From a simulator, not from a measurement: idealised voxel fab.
Module name: voxel plated lines (process module)
It is cross-section cut that appears here, measuring 215 nm in width, its square cells being 5 nm in size.
If you're reading a cross-section in this doc, picture square cells in a grid; it comes to you as bands, top ones listed first down to the bottom, and a band can be one or more rows of cells. Heights first: top, then bottom, in nm. Then materials, left to right, each with a width in nm. "all across" on a single material: fills the band edge to edge. "empty": empty space. Height datum 0, below which the as-received substrate wafer is one material. Lowest band open at the bottom, running downward: "z 0 and below". The expression "30->40" gives the width at the extremes of the band, the first number at its top row of cells and the second at its bottom row, with the width changing by equal amounts from each row to the next in between. The designation "nothing different", where it is given for a processing step, indicates that no cell of the cross-section was altered in the course of that step. "Enclosed voids" means: voids of 8 cells or more that are shut off from the top with no open way through. Written width x height at distance, distance from the left edge, in nm. What comes after the settings on a step's line is commentary from the simulator itself on that step. A step line may carry the setting "overlay nm", which, for steps involving a mask, states the distance by which the mask lay to the right of its intended position; negative values denote displacement to the left.

Process steps - plan
1. op RECEIVE | material Si
2. op CONFORMAL_DEP | material SiN | thk nm 10
3. op DIRECTIONAL_DEP | material TiN | thk nm 5
4. op PATTERN | tone open | mask id LINES | material resist | width nm 25 | pitch nm 45 | thk nm 40 | overlay nm 0
5. op EPI | material Ru | thk nm 10
6. op EPI | material Ru | thk nm 10
7. op EPI | material Ru | thk nm 10
8. op STRIP | etch materials resist
9. op DIRECTIONAL_ETCH | etch materials TiN | depth nm 5
10. op CONFORMAL_DEP | material SiCN | thk nm 10

Wafer as received: cross-section following step 1
	z 0 and below  Si all across
	Enclosed voids: none

first wafer at the end, as planned
	z 55 to 45  empty 40 nm / SiCN 135 nm / empty 40 nm
	z 45 to 20  empty 40 nm / SiCN 10 nm / Ru 25 nm / SiCN 20 nm / Ru 25 nm / SiCN 20 nm / Ru 25 nm / SiCN 10 nm / empty 40 nm
	z 20 to 15  SiCN 50 nm / Ru 25 nm / SiCN 20 nm / Ru 25 nm / SiCN 20 nm / Ru 25 nm / SiCN 50 nm
	z 15 to 10  SiCN 50 nm / TiN 25 nm / SiCN 20 nm / TiN 25 nm / SiCN 20 nm / TiN 25 nm / SiCN 50 nm
	z 10 to 0  SiN all across
	z 0 and below  Si all across
	Enclosed voids: none

So this is wafer number two of the two, cut at the end of the module - it started where the first did and had the same plan, we just got one thing wrong running it
	z 55 to 45  SiCN 60 nm / empty 5 nm / SiCN 40 nm / empty 5 nm / SiCN 40 nm / empty 5 nm / SiCN 60 nm
	z 45 to 20  Ru 50 nm / SiCN 10 nm / empty 5 nm / SiCN 10 nm / Ru 20 nm / SiCN 10 nm / empty 5 nm / SiCN 10 nm / Ru 20 nm / SiCN 10 nm / empty 5 nm / SiCN 10 nm / Ru 50 nm
	z 20 to 15  Ru 50 nm / SiCN 25 nm / Ru 20 nm / SiCN 25 nm / Ru 20 nm / SiCN 25 nm / Ru 50 nm
	z 15 to 10  TiN 50 nm / SiCN 25 nm / TiN 20 nm / SiCN 25 nm / TiN 20 nm / SiCN 25 nm / TiN 50 nm
	z 10 to 0  SiN all across
	z 0 and below  Si all across
	Enclosed voids: none
Nonconformance to the process plan: step 4 was run on a setting that differed from the plan, and what really ran there is op PATTERN | tone cover | mask id LINES | material resist | width nm 25 | pitch nm 45 | thk nm 40 | overlay nm 0
Bottom line after processing is that, in cells, the second wafer is up or down on some materials versus the first: Ru: 78 more, TiN: 13 more
